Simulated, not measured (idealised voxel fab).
A process module follows: voxel released beams.
235 nm wide, 5 nm square cells: that's cross-section cut.
A cross-section in this document is a grid of square cells, and it is written down as bands, the top band listed before the ones below it; a band is made up of one or more rows of cells.
A band entry consists of two parts. The first gives the height of the band's top and the height of its bottom, in nm. The rest lists the band's materials from left to right, each with its width in nm. A single material labelled with the word "all across" fills the band from edge to edge, and the word "air" marks empty space.
It should be noted that heights are counted from 0, beneath which the wafer as supplied is of one material throughout, and that the lowest band possesses no lower boundary but continues downward, as written in "z 0 and below".
Width spec "30 to 40" -> top row of cells at first value, bottom row at second value, equal per-row change in between.
No cell of the cross-section changed in a step that is given as "nothing different".
"Sealed voids": sealed empty spaces, 8 cells or more, no open way to top, listed width x height at distance, with distance from the left edge and width, height and distance in nm.
Where a step's line continues beyond its settings, the continuation is a remark by the simulator itself on that step.
"overlay nm" answers the question of how far to the right of plan the mask lay on a step that has a mask, and when it is negative the answer is to the left.
**Process steps foreseen in the plan**
1 RECEIVE,material Si
2 CONFORMAL_DEP,material SiN,thk nm 10
3 DIRECTIONAL_DEP,material SiO2,thk nm 15
4 DIRECTIONAL_DEP,material aC,thk nm 10
5 PATTERN,tone open,mask id ANCHOR,material resist,width nm 35,thk nm 25,overlay nm 0
6 DIRECTIONAL_ETCH,etch materials aC,depth nm 10
7 STRIP,etch materials resist
8 DIRECTIONAL_ETCH,etch materials SiO2,depth nm 5
9 STRIP,etch materials aC
10 CONFORMAL_DEP,material TiN,thk nm 10
11 DIRECTIONAL_DEP,material aC,thk nm 15
12 PATTERN,tone cover,mask id BEAM,material resist,width nm 90,thk nm 30,overlay nm 0
13 DIRECTIONAL_ETCH,etch materials aC,depth nm 15
14 STRIP,etch materials resist
15 DIRECTIONAL_ETCH,etch materials TiN,depth nm 10
16 STRIP,etch materials aC
17 STRIP,etch materials SiO2
The plan shows the depth nm of step 8 as the first wafer had it; this setting differs between the wafers, which start out alike.
**First of several wafers (as received, post step 1), cross-sectional view**
	z 0 and below: Si all across
	Sealed voids: none
**First of several wafers, sectioned at end of module (last step: step 17)**
	z 10 to 0: SiN all across
	z 0 and below: Si all across
	Sealed voids: none
**The final wafer, sectioned at module end**
	z 35 to 25: air 70, then TiN 15, then air 15, then TiN 60, then air 75
	z 25 to 20: air 75, then TiN 10, then air 15, then TiN 10, then air 125
	z 20 to 10: air 75, then TiN 35, then air 125
	z 10 to 0: SiN all across
	z 0 and below: Si all across
	Sealed voids: none
**Below: a row per wafer. Contents at end of module: for every material, cells gained since receipt (+) or lost since receipt (-); then closed voids**
depth nm 5; +94 SiN; Sealed voids: none
depth nm 10; +94 SiN; Sealed voids: none
depth nm 15; +94 SiN; +48 TiN; Sealed voids: none
depth nm 20; +94 SiN; +48 TiN; Sealed voids: none
depth nm 25; +94 SiN; +48 TiN; Sealed voids: none
depth nm 30; +94 SiN; +48 TiN; Sealed voids: none
